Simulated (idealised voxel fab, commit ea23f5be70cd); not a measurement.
process module | voxel wiring stack
For reference, the cross-section in this document is cut, with width 300 nm and square cells of 5 nm.
Throughout this document, each cross-section is represented as a grid of square cells and is presented as a sequence of bands enumerated from the top downward, where a band comprises one or more rows of cells. Top height, bottom height, nm. Materials left to right, width each, nm. Single material + "edge to edge" = fills band edge to edge. "empty" = empty. We count height from 0. Below that, the starting wafer is all one material. The lowest band never ends at the bottom but goes on down; see "top 0, no bottom" for how that is written. When a width is written as two numbers, as in "30..40", the first number is the width in the top row of cells of the band and the second is the width in its bottom row, and the width changes by the same amount from each row to the next. Key: "remained the same" - step with no changed cell in the cross-section. Heads up: "Enclosed internal cavities" only lists the empty pockets with no open path to the top that are 8 cells or more, and it writes them as width x height at distance, distance from the left edge, in nm. Step line, after settings: the simulator's comment on this step. The line of a step may include "overlay nm". On a step with a mask, this value is how far to the right of its planned place the mask lay. A negative value means the mask lay to the left.
The following list gives the planned process steps:
1. RECEIVE, material Si
2. CONFORMAL_DEP, material SiO2, thk nm 10
3. DIRECTIONAL_DEP, material TiN, thk nm 5
4. DIRECTIONAL_DEP, material W, thk nm 20
5. PATTERN, tone cover, mask id METAL_1, material resist, width nm 20, pitch nm 60, thk nm 20, overlay nm 0
6. DIRECTIONAL_ETCH, etch materials W, depth nm 20
7. DIRECTIONAL_ETCH, etch materials TiN, depth nm 5
8. STRIP, etch materials resist
9. CONFORMAL_DEP, material SiN, thk nm 5
10. FILL_DEP, material SiO2, thk nm 5
11. CMP, height nm 35
12. CONFORMAL_DEP, material SiCN, thk nm 5
13. DIRECTIONAL_DEP, material SiO2, thk nm 30
14. MASKED_ETCH, tone open, mask id METAL_2_HOLES, width nm 15, pitch nm 60, etch materials SiO2, depth nm 30, overlay nm 0
15. PATTERN, tone open, mask id METAL_2, material resist, width nm 30, pitch nm 60, thk nm 15, overlay nm 0
16. DIRECTIONAL_ETCH, etch materials SiO2, depth nm 15
17. DIRECTIONAL_ETCH, etch materials SiCN, depth nm 5
18. STRIP, etch materials resist
19. CONFORMAL_DEP, material TiN, thk nm 5
20. FILL_DEP, material Cu, thk nm 10
21. CMP, height nm 70
22. CONFORMAL_DEP, material SiCN, thk nm 5
For this document, wafers share an identical start and vary in the step 5 width nm; the plan quotes the first wafer's value.
Cross-section of the first of several wafers as received (after step 1):
> top 0, no bottom  Si edge to edge
> Enclosed internal cavities: none
For your reference, the table is organized with a row per wafer; each row reflects the wafer at the end of the module, indicating for each material the cells gained (+) or lost (-) since receipt, and thereafter its closed voids:
width nm 20; +36 Cu; +111 SiCN; +72 SiN; +567 SiO2; +66 TiN; +48 W; Enclosed internal cavities: none
width nm 25; +36 Cu; +111 SiCN; +69 SiN; +555 SiO2; +69 TiN; +60 W; Enclosed internal cavities: none
width nm 30; +36 Cu; +111 SiCN; +66 SiN; +543 SiO2; +72 TiN; +72 W; Enclosed internal cavities: none
width nm 35; +36 Cu; +111 SiCN; +63 SiN; +531 SiO2; +75 TiN; +84 W; Enclosed internal cavities: none
width nm 40; +36 Cu; +111 SiCN; +60 SiN; +519 SiO2; +78 TiN; +96 W; Enclosed internal cavities: none
width nm 45; +36 Cu; +111 SiCN; +57 SiN; +507 SiO2; +81 TiN; +108 W; Enclosed internal cavities: none
